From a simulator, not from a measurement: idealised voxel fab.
voxel gate over fins: a process module
Xsec cut, 205 nm wide, square cell size 5 nm.
Format of a cross-section: grid, square cells. Given as bands. Order: top down. Band: one or more rows of cells.
It is stipulated that each band's entry specify, in nanometres, the height of the top of the band and then that of its bottom, followed by the materials of the band in left-to-right sequence, each together with its width in nanometres. A single material marked by the word "all across" is understood to fill the band from edge to edge; the word "empty" is understood to denote empty space.
Height 0 is the level under which the wafer as received is all one material. The lowest band goes on downwards, as in "top 0, no bottom".
Quick explanation for "30..40": the width changes in equal steps down the rows of cells, from the first number in the band's top row to the second number in its bottom row.
You'll sometimes find "nothing different" written for a step, and that's the way of saying that nowhere in the cross-section did a cell change during that step.
In "Fully sealed cavities" the enclosed voids are listed, meaning empty spaces of 8 cells or larger without any opening to the top. The form is width x height at distance, distance from the left edge, units nm.
Post-settings text on a step line: simulator's own remark regarding the step.
"overlay nm" answers the question of how far to the right of plan the mask lay on a step that has a mask, and when it is negative the answer is to the left.

The process steps that were planned are listed below:
step 1: RECEIVE (material Si)
step 2: CONFORMAL_DEP (material SiN; thk nm 10)
step 3: DIRECTIONAL_DEP (material aC; thk nm 10)
step 4: PATTERN (tone cover; mask id FINS; material resist; width nm 15; pitch nm 40; thk nm 25; overlay nm 0)
step 5: DIRECTIONAL_ETCH (etch materials aC; depth nm 10)
step 6: STRIP (etch materials resist)
step 7: DIRECTIONAL_ETCH (etch materials SiN; depth nm 10)
step 8: DIRECTIONAL_ETCH (etch materials Si; depth nm 40)
step 9: STRIP (etch materials aC)
step 10: OXIDIZE (depth nm 5)
step 11: FILL_DEP (material SiO2; thk nm 15)
step 12: CMP (height nm 10)
step 13: SELECTIVE_ETCH (etch materials SiO2; depth nm 20)
step 14: STRIP (etch materials SiN)
step 15: CONFORMAL_DEP (material HfO2; thk nm 5)
step 16: CONFORMAL_DEP (material TiN; thk nm 5)
step 17: FILL_DEP (material W; thk nm 10)
step 18: CMP (height nm 15)
step 19: CONFORMAL_DEP (material SiCN; thk nm 5)

Wafer at receipt (post step 1), cross-section:
* top 0, no bottom | Si all across
* Fully sealed cavities: none

Module complete, cross-section. Starting point and plan per above. One mistake made in running the module:
* top 20, bottom 15 | SiCN all across
* top 15, bottom 10 | W all across
* top 10, bottom 5 | 25 W  35 TiN  5 W  35 TiN  5 W  35 TiN  5 W  35 TiN  25 W
* top 5, bottom 0 | 25 W  5 TiN  25 HfO2  5 TiN  5 W  5 TiN  25 HfO2  5 TiN  5 W  5 TiN  25 HfO2  5 TiN  5 W  5 TiN  25 HfO2  5 TiN  25 W
* top 0, bottom -5 | 30 TiN  5 HfO2  15 Si  5 HfO2  15 TiN  5 HfO2  15 Si  5 HfO2  15 TiN  5 HfO2  15 Si  5 HfO2  15 TiN  5 HfO2  15 Si  5 HfO2  30 TiN
* top -5, bottom -10 | 35 HfO2  15 Si  25 HfO2  15 Si  25 HfO2  15 Si  25 HfO2  15 Si  35 HfO2
* top -10, bottom -45 | 35 SiO2  15 Si  25 SiO2  15 Si  25 SiO2  15 Si  25 SiO2  15 Si  35 SiO2
* top -45, no bottom | Si all across
* Fully sealed cavities: none
What broke from the plan during processing? not per plan at step 4, really ran PATTERN (tone cover; mask id FINS; material resist; width nm 25; pitch nm 40; thk nm 25; overlay nm 0)
